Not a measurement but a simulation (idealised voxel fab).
Process module, titled voxel double patterning
Square cells of 5 nm make up the cross-section cut, whose width is 170 nm.
In this document a cross-section is written as a grid of square cells. It is given as a series of bands, listed from the top down, and a band is one or more rows of cells. In this notation a band is specified by the heights of its top and bottom, in that order and in nm, after which its materials appear from left to right, each paired with its width in nm. The word "everywhere" attached to a single material means that material fills the band from edge to edge; the word "empty" stands for empty space. Heights are measured from 0, the level below which the as-received wafer is all one material; the lowest band has no bottom and continues downward, written as in "z 0 and below". The width entry "30..40" should be interpreted row by row: the top row of cells in the band takes the first number, the bottom row takes the second number, and the change between adjacent rows is uniform throughout. "remained unchanged" means the step left every cell of the cross-section as it was. In the "Closed void inventory" entry, you get each enclosed empty space of 8 cells or more, one with no open way to the top, written width x height at distance, distance from the left edge, in nm. It should be noted that, on the line of a given step, the content following the step's settings is a remark produced by the simulator itself with respect to that step. You can add "overlay nm" to a step's line. For a step with a mask, it describes how far the mask lay to the right of its planned position, and a negative number describes a lay to the left.
### Below is the list of planned process steps
| 1 | RECEIVE | material Si |
| 2 | CONFORMAL_DEP | material SiN | thk nm 10 |
| 3 | DIRECTIONAL_DEP | material SiO2 | thk nm 10 |
| 4 | DIRECTIONAL_DEP | material SiCN | thk nm 5 |
| 5 | MASKED_ETCH | tone open | mask id FIRST | width nm 15 | pitch nm 50 | etch materials SiCN | depth nm 5 | overlay nm 0 |
| 6 | PATTERN | tone open | mask id SECOND | material resist | width nm 15 | thk nm 20 | overlay nm 0 |
| 7 | DIRECTIONAL_ETCH | etch materials SiCN | depth nm 5 |
| 8 | STRIP | etch materials resist |
| 9 | DIRECTIONAL_ETCH | etch materials SiO2 | depth nm 10 |
| 10 | STRIP | etch materials SiCN |
### Run as planned: first of two wafers
### So this is the incoming wafer in cross-section - it's already been through step 1
* z 0 and below  Si everywhere
* Closed void inventory: none
### How the wafer stands in section after step 2
* z 10 to 0  SiN everywhere
* Everything under 0 stays put, no change at all.
### How the wafer stands in section after step 3
* z 20 to 10  SiO2 everywhere
* Everything under 10 stays put, no change at all.
### How the wafer stands in section after step 4
* z 25 to 20  SiCN everywhere
* Everything under 20 stays put, no change at all.
### How the wafer stands in section after step 5
* z 25 to 20  50 of SiCN, then 15 of empty, then 35 of SiCN, then 15 of empty, then 55 of SiCN
* Everything under 20 stays put, no change at all.
### How the wafer stands in section after step 6
* z 45 to 25  75 of resist, then 15 of empty, then 80 of resist
* z 25 to 20  50 of SiCN, then 15 of resist, then 35 of SiCN, then 15 of resist, then 55 of SiCN
* Everything under 20 stays put, no change at all.
### How the wafer stands in section after step 7
* z 45 to 25  75 of resist, then 15 of empty, then 80 of resist
* z 25 to 20  50 of SiCN, then 15 of resist, then 10 of SiCN, then 15 of empty, then 10 of SiCN, then 15 of resist, then 55 of SiCN
* Everything under 20 stays put, no change at all.
### How the wafer stands in section after step 8
* z 25 to 20  50 of SiCN, then 15 of empty, then 10 of SiCN, then 15 of empty, then 10 of SiCN, then 15 of empty, then 55 of SiCN
* Everything under 20 stays put, no change at all.
### How the wafer stands in section after step 9
* z 25 to 20  50 of SiCN, then 15 of empty, then 10 of SiCN, then 15 of empty, then 10 of SiCN, then 15 of empty, then 55 of SiCN
* z 20 to 10  50 of SiO2, then 15 of empty, then 10 of SiO2, then 15 of empty, then 10 of SiO2, then 15 of empty, then 55 of SiO2
* Everything under 10 stays put, no change at all.
### How the wafer stands in section after step 10
* z 20 to 10  50 of SiO2, then 15 of empty, then 10 of SiO2, then 15 of empty, then 10 of SiO2, then 15 of empty, then 55 of SiO2
* Everything under 10 stays put, no change at all.
### Now the other wafer: same start, same recipe, but we messed up one thing when running it. Up to and including step 5 it's the same as the first one
### Second wafer, sectioned view, at step 6's planned end time
* z 45 to 25  80 of resist, then 15 of empty, then 75 of resist
* z 25 to 20  50 of SiCN, then 15 of resist, then 35 of SiCN, then 15 of resist, then 55 of SiCN
* Everything under 20 stays put, no change at all.
### Second wafer, sectioned view, at step 7's planned end time
* z 45 to 25  80 of resist, then 15 of empty, then 75 of resist
* z 25 to 20  50 of SiCN, then 15 of resist, then 15 of SiCN, then 15 of empty, then 5 of SiCN, then 15 of resist, then 55 of SiCN
* Everything under 20 stays put, no change at all.
### Second wafer, sectioned view, at step 8's planned end time
* z 25 to 20  50 of SiCN, then 15 of empty, then 15 of SiCN, then 15 of empty, then 5 of SiCN, then 15 of empty, then 55 of SiCN
* Everything under 20 stays put, no change at all.
### Second wafer, sectioned view, at step 9's planned end time
* z 25 to 20  50 of SiCN, then 15 of empty, then 15 of SiCN, then 15 of empty, then 5 of SiCN, then 15 of empty, then 55 of SiCN
* z 20 to 10  50 of SiO2, then 15 of empty, then 15 of SiO2, then 15 of empty, then 5 of SiO2, then 15 of empty, then 55 of SiO2
* Everything under 10 stays put, no change at all.
### Second wafer, sectioned view, at step 10's planned end time
* z 20 to 10  50 of SiO2, then 15 of empty, then 15 of SiO2, then 15 of empty, then 5 of SiO2, then 15 of empty, then 55 of SiO2
* Everything under 10 stays put, no change at all.
Diagnosis: step 6 was run on a setting that differed from the plan, and what really ran there is PATTERN | tone open | mask id SECOND | material resist | width nm 15 | thk nm 20 | overlay nm 5
By the end, you'd get the same cell count for each material on either wafer, but the second wafer puts them somewhere else.
